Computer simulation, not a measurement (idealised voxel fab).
process module | voxel wiring stack
cross-section cut | 145 nm wide | cells 5 nm
A cross-section is a grid of square cells, given in bands from the top down. A band is one or more rows of cells.
Each band's line starts with the height of the band's top and of its bottom, in nm. Then come its materials from left to right, each with its width in nm. One material with "throughout" fills the band from edge to edge. "air" is empty space.
Height 0 is the level under which the wafer as received is all one material. The lowest band goes on downwards, as in "0 down".
A width such as "30 to 40" changes by the same amount from each row of cells to the next, from the band's top row to its bottom row.
"no change" after a step means that no cell of the cross-section changed.
closed voids: empty space of 8 cells or more with no open way to the top, each as width x height at its distance from the left edge, in nm
after a step's settings: what the simulator itself notes on the step
overlay nm, on a step with a mask: how far to the right of its planned place the mask lay; to the left if negative
plan
1 op RECEIVE | material Si
2 op CONFORMAL_DEP | material SiO2 | thk nm 10
3 op DIRECTIONAL_DEP | material TiN | thk nm 5
4 op DIRECTIONAL_DEP | material W | thk nm 15
5 op DIRECTIONAL_DEP | material aC | thk nm 15
6 op PATTERN | tone cover | mask id METAL_1 | material resist | width nm 25 | pitch nm 55 | thk nm 30 | overlay nm 0
7 op DIRECTIONAL_ETCH | etch materials aC | depth nm 15
8 op STRIP | etch materials resist
9 op DIRECTIONAL_ETCH | etch materials W | depth nm 15
10 op DIRECTIONAL_ETCH | etch materials TiN | depth nm 5
11 op STRIP | etch materials aC
12 op CONFORMAL_DEP | material SiCN | thk nm 5
13 op FILL_DEP | material SiO2 | thk nm 5
14 op CMP | height nm 30
15 op CONFORMAL_DEP | material SiCN | thk nm 5
16 op DIRECTIONAL_DEP | material SiO2 | thk nm 35
17 op MASKED_ETCH | tone open | mask id METAL_2_HOLES | width nm 15 | etch materials SiO2 | depth nm 35 | overlay nm 0
18 op PATTERN | tone open | mask id METAL_2 | material resist | width nm 25 | pitch nm 55 | thk nm 20 | overlay nm 0
19 op DIRECTIONAL_ETCH | etch materials SiO2 | depth nm 20
20 op DIRECTIONAL_ETCH | etch materials SiCN | depth nm 5
21 op STRIP | etch materials resist
22 op CONFORMAL_DEP | material TiN | thk nm 5
23 op FILL_DEP | material Ru | thk nm 10
24 op CMP | height nm 70
25 op CONFORMAL_DEP | material SiCN | thk nm 5
26 op DIRECTIONAL_DEP | material SiO2 | thk nm 20
27 op DIRECTIONAL_DEP | material aC | thk nm 10
28 op PATTERN | tone open | mask id PLUG_2 | material resist | width nm 15 | thk nm 25 | overlay nm 0
29 op DIRECTIONAL_ETCH | etch materials aC | depth nm 10
30 op STRIP | etch materials resist
31 op DIRECTIONAL_ETCH | etch materials SiO2 | depth nm 20
32 op DIRECTIONAL_ETCH | etch materials SiCN | depth nm 5
33 op STRIP | etch materials aC
34 op EPI | material Ru | thk nm 10
35 op EPI | material Ru | thk nm 10
36 op EPI | material Ru | thk nm 5
37 op DIRECTIONAL_DEP | material TiN | thk nm 5
38 op DIRECTIONAL_DEP | material Ru | thk nm 15
39 op PATTERN | tone cover | mask id METAL_3 | material resist | width nm 25 | pitch nm 55 | thk nm 15 | overlay nm 0
40 op DIRECTIONAL_ETCH | etch materials Ru | depth nm 15
41 op DIRECTIONAL_ETCH | etch materials TiN | depth nm 5
42 op STRIP | etch materials resist
43 op FILL_DEP | material SiO2 | thk nm 10
44 op CMP | height nm 115
45 op CONFORMAL_DEP | material SiN | thk nm 5
as received, after step 1
  0 down: Si throughout
  closed voids: none
first wafer at the end, as planned
  120 to 115: SiN throughout
  115 to 100: SiO2 30 | Ru 25 | SiO2 30 | Ru 25 | SiO2 35
  100 to 95: SiO2 30 | TiN 25 | SiO2 30 | TiN 25 | SiO2 35
  95 to 75: SiO2 30 | Ru 15 | SiO2 100
  75 to 70: SiCN 30 | Ru 15 | SiCN 100
  70 to 55: SiO2 30 | TiN 5 | Ru 15 | TiN 5 | SiO2 30 | TiN 5 | Ru 15 | TiN 5 | SiO2 35
  55 to 50: SiO2 30 | TiN 5 | Ru 5 | TiN 15 | SiO2 30 | TiN 25 | SiO2 35
  50 to 35: SiO2 30 | TiN 5 | Ru 5 | TiN 5 | SiO2 100
  35 to 30: SiCN 30 | TiN 15 | SiCN 100
  30 to 15: SiO2 25 | SiCN 5 | W 25 | SiCN 5 | SiO2 20 | SiCN 5 | W 25 | SiCN 5 | SiO2 30
  15 to 10: SiCN 30 | TiN 25 | SiCN 30 | TiN 25 | SiCN 35
  10 to 0: SiO2 throughout
  0 down: Si throughout
  closed voids: none
second wafer at the end: like start, like plan, one mistake
  120 to 115: SiN throughout
  115 to 110: SiO2 30 | Ru 25 | SiO2 30 | Ru 25 | SiO2 35
  110 to 105: SiO2 30 | TiN 25 | SiO2 30 | Ru 25 | SiO2 35
  105 to 100: SiO2 20 | Ru 35 | SiO2 30 | Ru 25 | SiO2 35
  100 to 95: SiO2 20 | Ru 35 | SiO2 30 | TiN 25 | SiO2 35
  95 to 75: SiO2 30 | Ru 15 | SiO2 100
  75 to 70: SiCN 30 | Ru 15 | SiCN 100
  70 to 55: SiO2 30 | TiN 5 | Ru 15 | TiN 5 | SiO2 30 | TiN 5 | Ru 15 | TiN 5 | SiO2 35
  55 to 50: SiO2 30 | TiN 5 | Ru 5 | TiN 15 | SiO2 30 | TiN 25 | SiO2 35
  50 to 35: SiO2 30 | TiN 5 | Ru 5 | TiN 5 | SiO2 100
  35 to 30: SiCN 30 | TiN 15 | SiCN 100
  30 to 15: SiO2 25 | SiCN 5 | W 25 | SiCN 5 | SiO2 20 | SiCN 5 | W 25 | SiCN 5 | SiO2 30
  15 to 10: SiCN 30 | TiN 25 | SiCN 30 | TiN 25 | SiCN 35
  10 to 0: SiO2 throughout
  0 down: Si throughout
  closed voids: none
what went wrong: one of the steps 34 and 35, which are alike, was run twice
at the end the second wafer has, in cells: 4 more of Ru | 4 fewer of SiO2
